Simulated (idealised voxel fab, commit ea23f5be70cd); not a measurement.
Title: Process Module voxel tone inversion
270 nm wide, 5 nm square cells: that's cross-section cut.
If you're reading a cross-section in this doc, picture square cells in a grid; it comes to you as bands, top ones listed first down to the bottom, and a band can be one or more rows of cells.
Band entry format. Leading values: height of top, height of bottom, nm. Remainder: materials in left-to-right order, each with its width in nm. Special words: "edge to edge" on a single material, which then fills the band edge to edge; "empty", empty space.
Note: height 0 marks the level under which the wafer is uniformly one material as received. Lowest band unbounded below, written "0..down".
Width "30->40": first value at the band's top row of cells, second value at its bottom row, equal change from row to row.
For the purposes of this document, the phrase "no change" attached to a step denotes that no cell within the cross-section was modified by that step.
The entry "Fully enclosed voids" lists the empty spaces that cover at least 8 cells and have no open path to the top. Each is written as width x height at distance, where the distance is measured from the left edge and all three values are in nm.
Where a step's line continues beyond its settings, the continuation is a remark by the simulator itself on that step.
The line of a step may include "overlay nm". On a step with a mask, this value is how far to the right of its planned place the mask lay. A negative value means the mask lay to the left.

## The following list gives the planned process steps
1. RECEIVE,material Si
2. CONFORMAL_DEP,material SiCN,thk nm 10
3. DIRECTIONAL_DEP,material polySi,thk nm 15
4. PATTERN,tone cover,mask id POSTS,material resist,width nm 15,pitch nm 35,thk nm 25,overlay nm 0
5. DIRECTIONAL_ETCH,etch materials polySi,depth nm 15
6. STRIP,etch materials resist
7. FILL_DEP,material lowk,thk nm 10
8. CMP,height nm 25
9. STRIP,etch materials polySi
10. CONFORMAL_DEP,material TiN,thk nm 5
11. FILL_DEP,material Ru,thk nm 5
12. CMP,height nm 25
13. CONFORMAL_DEP,material SiCN,thk nm 5

## Step 1 complete: cross-section of the wafer as received
* 0..down: Si edge to edge
* Fully enclosed voids: none

## Same starting wafer, same plan as above, one mistake in the execution; this is the cross-section at the end of the module
* 30..25: SiCN edge to edge
* 25..20: lowk edge to edge
* 20..10: 90 nm lowk / 15 nm polySi / 20 nm lowk / 15 nm polySi / 20 nm lowk / 15 nm polySi / 95 nm lowk
* 10..0: SiCN edge to edge
* 0..down: Si edge to edge
* Fully enclosed voids: none
Short version of what went wrong: step 3 ran as: DIRECTIONAL_DEP,material polySi,thk nm 10
